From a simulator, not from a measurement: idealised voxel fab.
process module | voxel capacitor over wiring
cross-section cut | 255 nm wide | cells 5 nm
A cross-section is a grid of square cells, given in bands from the top down. A band is one or more rows of cells.
Each band's line starts with the height of the band's top and of its bottom, in nm. Then come its materials from left to right, each with its width in nm. One material with "throughout" fills the band from edge to edge. "air" is empty space.
Height 0 is the level under which the wafer as received is all one material. The lowest band goes on downwards, as in "0 down".
A width such as "30 to 40" changes by the same amount from each row of cells to the next, from the band's top row to its bottom row.
"no change" after a step means that no cell of the cross-section changed.
closed voids: empty space of 8 cells or more with no open way to the top, each as width x height at its distance from the left edge, in nm
after a step's settings: what the simulator itself notes on the step
overlay nm, on a step with a mask: how far to the right of its planned place the mask lay; to the left if negative
plan
1 op RECEIVE | material Si
2 op CONFORMAL_DEP | material SiO2 | thk nm 15
3 op DIRECTIONAL_DEP | material TiN | thk nm 5
4 op DIRECTIONAL_DEP | material W | thk nm 20
5 op MASKED_ETCH | tone cover | mask id METAL_1 | width nm 20 | pitch nm 85 | etch materials W | depth nm 20 | overlay nm 0
6 op MASKED_ETCH | tone cover | mask id METAL_1 | width nm 20 | pitch nm 85 | etch materials TiN | depth nm 5 | overlay nm 0
7 op FILL_DEP | material lowk | thk nm 5
8 op CMP | height nm 40
9 op CONFORMAL_DEP | material SiCN | thk nm 5
10 op DIRECTIONAL_DEP | material lowk | thk nm 10
11 op DIRECTIONAL_DEP | material aC | thk nm 10
12 op PATTERN | tone open | mask id PLUG_1 | material resist | width nm 15 | thk nm 30 | overlay nm 0
13 op DIRECTIONAL_ETCH | etch materials aC | depth nm 10
14 op STRIP | etch materials resist
15 op DIRECTIONAL_ETCH | etch materials lowk | depth nm 10
16 op DIRECTIONAL_ETCH | etch materials SiCN | depth nm 5
17 op STRIP | etch materials aC
18 op EPI | material Ru | thk nm 10
19 op EPI | material Ru | thk nm 5
20 op DIRECTIONAL_DEP | material TiN | thk nm 10
21 op DIRECTIONAL_DEP | material Al2O3 | thk nm 5
22 op DIRECTIONAL_DEP | material TiN | thk nm 5
23 op DIRECTIONAL_DEP | material aC | thk nm 10
24 op PATTERN | tone cover | mask id UPPER_PLATE | material resist | width nm 70 | thk nm 25 | overlay nm 0
25 op DIRECTIONAL_ETCH | etch materials aC | depth nm 10
26 op STRIP | etch materials resist
27 op DIRECTIONAL_ETCH | etch materials TiN | depth nm 5
28 op DIRECTIONAL_ETCH | etch materials Al2O3 | depth nm 5
29 op STRIP | etch materials aC
30 op DIRECTIONAL_DEP | material aC | thk nm 15
31 op PATTERN | tone cover | mask id LOWER_PLATE | material resist | width nm 80 | thk nm 35 | overlay nm 0
32 op DIRECTIONAL_ETCH | etch materials aC | depth nm 15
33 op STRIP | etch materials resist
34 op DIRECTIONAL_ETCH | etch materials TiN | depth nm 10
35 op STRIP | etch materials aC
36 op FILL_DEP | material SiO2 | thk nm 15
37 op CMP | height nm 85
38 op MASKED_ETCH | tone open | mask id PLUG_2 | width nm 15 | etch materials SiO2 | depth nm 10 | overlay nm 0
39 op CONFORMAL_DEP | material TiN | thk nm 5
40 op FILL_DEP | material W | thk nm 5
41 op CMP | height nm 85
42 op CONFORMAL_DEP | material SiN | thk nm 5
as received, after step 1
  0 down: Si throughout
  closed voids: none
first wafer at the end, as planned
  90 to 85: SiN throughout
  85 to 80: SiO2 90 | TiN 5 | W 5 | TiN 5 | SiO2 150
  80 to 70: SiO2 90 to 80 | TiN 15 to 70 | SiO2 150 to 105
  70 to 65: SiO2 80 | Al2O3 70 | SiO2 105
  65 to 55: SiO2 75 | TiN 80 | SiO2 100
  55 to 45: lowk 80 | Ru 15 | lowk 160
  45 to 40: SiCN 80 | Ru 15 | SiCN 160
  40 to 20: lowk 75 | W 20 | lowk 65 | W 20 | lowk 75
  20 to 15: lowk 75 | TiN 20 | lowk 65 | TiN 20 | lowk 75
  15 to 0: SiO2 throughout
  0 down: Si throughout
  closed voids: none
second wafer at the end: like start, like plan, one mistake
  90 to 85: SiN throughout
  85 to 80: SiO2 80 | TiN 25 | SiO2 150
  80 to 75: SiO2 80 | Al2O3 25 | SiO2 150
  75 to 70: SiO2 75 | TiN 75 | SiO2 105
  70 to 65: SiO2 75 | TiN 30 | Al2O3 45 | SiO2 105
  65 to 55: SiO2 70 | Ru 35 | TiN 50 | SiO2 100
  55 to 45: lowk 80 | Ru 15 | lowk 160
  45 to 40: SiCN 80 | Ru 15 | SiCN 160
  40 to 20: lowk 75 | W 20 | lowk 65 | W 20 | lowk 75
  20 to 15: lowk 75 | TiN 20 | lowk 65 | TiN 20 | lowk 75
  15 to 0: SiO2 throughout
  0 down: Si throughout
  closed voids: none
what went wrong: step 18 was run twice
at the end the second wafer has, in cells: 14 more of Ru | 8 fewer of SiO2 | 5 fewer of TiN | 1 fewer of W
